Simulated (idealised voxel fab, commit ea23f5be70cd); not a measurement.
process module | voxel gate over fins
cross-section cut | 180 nm wide | cells 5 nm
A cross-section is a grid of square cells, given in bands from the top down. A band is one or more rows of cells.
Each band's line starts with the height of the band's top and of its bottom, in nm. Then come its materials from left to right, each with its width in nm. One material with "throughout" fills the band from edge to edge. "air" is empty space.
Height 0 is the level under which the wafer as received is all one material. The lowest band goes on downwards, as in "0 down".
A width such as "30 to 40" changes by the same amount from each row of cells to the next, from the band's top row to its bottom row.
"no change" after a step means that no cell of the cross-section changed.
closed voids: empty space of 8 cells or more with no open way to the top, each as width x height at its distance from the left edge, in nm
after a step's settings: what the simulator itself notes on the step
overlay nm, on a step with a mask: how far to the right of its planned place the mask lay; to the left if negative
plan
1 op RECEIVE | material Si
2 op CONFORMAL_DEP | material SiN | thk nm 10
3 op MASKED_ETCH | tone cover | mask id FINS | width nm 15 | pitch nm 60 | etch materials SiN | depth nm 10 | overlay nm 0
4 op MASKED_ETCH | tone cover | mask id FINS | width nm 15 | pitch nm 60 | etch materials Si | depth nm 35 | overlay nm 0
5 op FILL_DEP | material SiO2 | thk nm 15
6 op CMP | height nm 10
7 op MASKED_ETCH | tone open | mask id RAIL | width nm 15 | etch materials SiO2 | depth nm 40 | overlay nm -15
8 op CONFORMAL_DEP | material TiN | thk nm 5
9 op FILL_DEP | material W | thk nm 10
10 op CMP | height nm 10
11 op SELECTIVE_ETCH | etch materials W Ru TiN | depth nm 25
12 op FILL_DEP | material SiO2 | thk nm 5
13 op CMP | height nm 10
14 op SELECTIVE_ETCH | etch materials SiO2 | depth nm 20
15 op STRIP | etch materials SiN
16 op CONFORMAL_DEP | material HfO2 | thk nm 5
17 op CONFORMAL_DEP | material TiN | thk nm 5
18 op FILL_DEP | material W | thk nm 10
19 op CMP | height nm 15
20 op CONFORMAL_DEP | material SiCN | thk nm 10
varied across the wafers: overlay nm of step 7. The plan shows the first wafer's value. All wafers start alike
first wafer as received, after step 1
  0 down: Si throughout
  closed voids: none
first wafer at the end, after step 20
  25 to 15: SiCN throughout
  15 to 10: W throughout
  10 to 5: W 40 | TiN 35 | W 25 | TiN 35 | W 45
  5 to 0: W 40 | TiN 5 | HfO2 25 | TiN 5 | W 25 | TiN 5 | HfO2 25 | TiN 5 | W 45
  0 to -5: TiN 45 | HfO2 5 | Si 15 | HfO2 5 | TiN 35 | HfO2 5 | Si 15 | HfO2 5 | TiN 50
  -5 to -10: HfO2 50 | Si 15 | HfO2 45 | Si 15 | HfO2 55
  -10 to -15: SiO2 50 | Si 15 | SiO2 45 | Si 15 | SiO2 55
  -15 to -25: SiO2 50 | Si 15 | TiN 5 | W 5 | TiN 5 | SiO2 30 | Si 15 | SiO2 55
  -25 to -30: SiO2 50 | Si 15 | TiN 15 | SiO2 30 | Si 15 | SiO2 55
  -30 to -35: SiO2 50 | Si 15 | SiO2 45 | Si 15 | SiO2 55
  -35 down: Si throughout
  closed voids: none
last wafer at the end
  25 to 15: SiCN throughout
  15 to 10: W throughout
  10 to 5: W 40 | TiN 35 | W 25 | TiN 35 | W 45
  5 to 0: W 40 | TiN 5 | HfO2 25 | TiN 5 | W 25 | TiN 5 | HfO2 25 | TiN 5 | W 45
  0 to -5: TiN 45 | HfO2 5 | Si 15 | HfO2 5 | TiN 35 | HfO2 5 | Si 15 | HfO2 5 | TiN 50
  -5 to -10: HfO2 50 | Si 15 | HfO2 45 | Si 15 | HfO2 55
  -10 to -15: SiO2 50 | Si 15 | SiO2 45 | Si 15 | SiO2 55
  -15 to -25: SiO2 50 | Si 15 | SiO2 30 | TiN 5 | W 5 | TiN 5 | Si 15 | SiO2 55
  -25 to -30: SiO2 50 | Si 15 | SiO2 30 | TiN 15 | Si 15 | SiO2 55
  -30 to -35: SiO2 50 | Si 15 | SiO2 45 | Si 15 | SiO2 55
  -35 down: Si throughout
  closed voids: none
each wafer at the end: cells of each material gained (+) or lost (-) since it was received, then its closed voids
overlay nm -15 | +44 HfO2 | -210 Si | +72 SiCN | +141 SiO2 | +51 TiN | +82 W | closed voids: none
overlay nm -10 | +44 HfO2 | -210 Si | +72 SiCN | +141 SiO2 | +51 TiN | +82 W | closed voids: none
overlay nm -5 | +44 HfO2 | -210 Si | +72 SiCN | +141 SiO2 | +51 TiN | +82 W | closed voids: none
overlay nm 0 | +44 HfO2 | -210 Si | +72 SiCN | +141 SiO2 | +51 TiN | +82 W | closed voids: none
overlay nm 5 | +44 HfO2 | -210 Si | +72 SiCN | +141 SiO2 | +51 TiN | +82 W | closed voids: none
overlay nm 10 | +44 HfO2 | -210 Si | +72 SiCN | +141 SiO2 | +51 TiN | +82 W | closed voids: none
overlay nm 15 | +44 HfO2 | -210 Si | +72 SiCN | +141 SiO2 | +51 TiN | +82 W | closed voids: none
